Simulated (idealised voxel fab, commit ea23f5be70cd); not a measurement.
process module | voxel ribs on slabs
cross-section cut | 290 nm wide | cells 5 nm
A cross-section is a grid of square cells, given in bands from the top down. A band is one or more rows of cells.
Each band's line starts with the height of the band's top and of its bottom, in nm. Then come its materials from left to right, each with its width in nm. One material with "throughout" fills the band from edge to edge. "air" is empty space.
Height 0 is the level under which the wafer as received is all one material. The lowest band goes on downwards, as in "0 down".
A width such as "30 to 40" changes by the same amount from each row of cells to the next, from the band's top row to its bottom row.
"no change" after a step means that no cell of the cross-section changed.
closed voids: empty space of 8 cells or more with no open way to the top, each as width x height at its distance from the left edge, in nm
after a step's settings: what the simulator itself notes on the step
overlay nm, on a step with a mask: how far to the right of its planned place the mask lay; to the left if negative
plan
1 op RECEIVE | material Si
2 op DIRECTIONAL_DEP | material SiO2 | thk nm 30
3 op DIRECTIONAL_DEP | material polySi | thk nm 20
4 op DIRECTIONAL_DEP | material aC | thk nm 15
5 op PATTERN | tone cover | mask id RIB | material resist | width nm 25 | thk nm 30 | overlay nm 0
6 op DIRECTIONAL_ETCH | etch materials aC | depth nm 15
7 op STRIP | etch materials resist
8 op DIRECTIONAL_ETCH | etch materials polySi | depth nm 10
9 op STRIP | etch materials aC
10 op MASKED_ETCH | tone cover | mask id SLAB | width nm 65 | etch materials polySi | depth nm 10 | overlay nm 0
11 op FILL_DEP | material SiO2 | thk nm 30
12 op CMP | height nm 70
13 op DIRECTIONAL_DEP | material W | thk nm 10
14 op DIRECTIONAL_DEP | material aC | thk nm 15
15 op PATTERN | tone cover | mask id HEATER | material resist | width nm 35 | thk nm 35 | overlay nm 0
16 op DIRECTIONAL_ETCH | etch materials aC | depth nm 15
17 op STRIP | etch materials resist
18 op DIRECTIONAL_ETCH | etch materials W | depth nm 10
19 op STRIP | etch materials aC
20 op CONFORMAL_DEP | material SiO2 | thk nm 10
first wafer, as planned
as received, after step 1
  0 down: Si throughout
  closed voids: none
after step 2
  30 to 0: SiO2 throughout
  below 0: unchanged
after step 3
  50 to 30: polySi throughout
  below 30: unchanged
after step 4
  65 to 50: aC throughout
  below 50: unchanged
after step 5
  95 to 65: air 130 | resist 25 | air 135
  below 65: unchanged
after step 6
  80 to 65: air 130 | resist 25 | air 135
  65 to 50: air 130 | aC 25 | air 135
  below 50: unchanged
after step 7
  65 to 50: air 130 | aC 25 | air 135
  below 50: unchanged
after step 8
  65 to 50: air 130 | aC 25 | air 135
  50 to 40: air 130 | polySi 25 | air 135
  below 40: unchanged
after step 9
  50 to 40: air 130 | polySi 25 | air 135
  below 40: unchanged
after step 10
  50 to 40: air 130 | polySi 25 | air 135
  40 to 30: air 110 | polySi 65 | air 115
  below 30: unchanged
after step 11
  80 to 50: SiO2 throughout
  50 to 40: SiO2 130 | polySi 25 | SiO2 135
  40 to 30: SiO2 110 | polySi 65 | SiO2 115
  below 30: unchanged
after step 12
  70 to 50: SiO2 throughout
  below 50: unchanged
after step 13
  80 to 70: W throughout
  below 70: unchanged
after step 14
  95 to 80: aC throughout
  below 80: unchanged
after step 15
  130 to 95: air 125 | resist 35 | air 130
  below 95: unchanged
after step 16
  115 to 95: air 125 | resist 35 | air 130
  95 to 80: air 125 | aC 35 | air 130
  below 80: unchanged
after step 17
  95 to 80: air 125 | aC 35 | air 130
  below 80: unchanged
after step 18
  95 to 80: air 125 | aC 35 | air 130
  80 to 70: air 125 | W 35 | air 130
  below 70: unchanged
after step 19
  80 to 70: air 125 | W 35 | air 130
  below 70: unchanged
after step 20
  90 to 80: air 115 | SiO2 55 | air 120
  80 to 70: SiO2 125 | W 35 | SiO2 130
  below 70: unchanged
second wafer: like start, like plan, one mistake. Through step 4 it matches the first wafer
when step 5 should have ended
  95 to 65: resist 130 | air 25 | resist 135
  below 65: unchanged
when step 6 should have ended
  80 to 65: resist 130 | air 25 | resist 135
  65 to 50: aC 130 | air 25 | aC 135
  below 50: unchanged
when step 7 should have ended
  65 to 50: aC 130 | air 25 | aC 135
  below 50: unchanged
when step 8 should have ended
  65 to 50: aC 130 | air 25 | aC 135
  50 to 40: polySi 130 | air 25 | polySi 135
  below 40: unchanged
when step 9 should have ended
  50 to 40: polySi 130 | air 25 | polySi 135
  below 40: unchanged
when step 10 should have ended
  50 to 40: air 110 | polySi 20 | air 25 | polySi 20 | air 115
  below 40: unchanged
when step 11 should have ended
  80 to 50: SiO2 throughout
  50 to 40: SiO2 110 | polySi 20 | SiO2 25 | polySi 20 | SiO2 115
  below 40: unchanged
when step 12 should have ended
  70 to 50: SiO2 throughout
  below 50: unchanged
when step 13 should have ended
  80 to 70: W throughout
  below 70: unchanged
when step 14 should have ended
  95 to 80: aC throughout
  below 80: unchanged
when step 15 should have ended
  130 to 95: air 125 | resist 35 | air 130
  below 95: unchanged
when step 16 should have ended
  115 to 95: air 125 | resist 35 | air 130
  95 to 80: air 125 | aC 35 | air 130
  below 80: unchanged
when step 17 should have ended
  95 to 80: air 125 | aC 35 | air 130
  below 80: unchanged
when step 18 should have ended
  95 to 80: air 125 | aC 35 | air 130
  80 to 70: air 125 | W 35 | air 130
  below 70: unchanged
when step 19 should have ended
  80 to 70: air 125 | W 35 | air 130
  below 70: unchanged
when step 20 should have ended
  90 to 80: air 115 | SiO2 55 | air 120
  80 to 70: SiO2 125 | W 35 | SiO2 130
  below 70: unchanged
what went wrong: step 5 ran as: op PATTERN | tone open | mask id RIB | material resist | width nm 25 | thk nm 30 | overlay nm 0
at the end the second wafer has, in cells: 96 fewer of SiO2 | 96 more of polySi
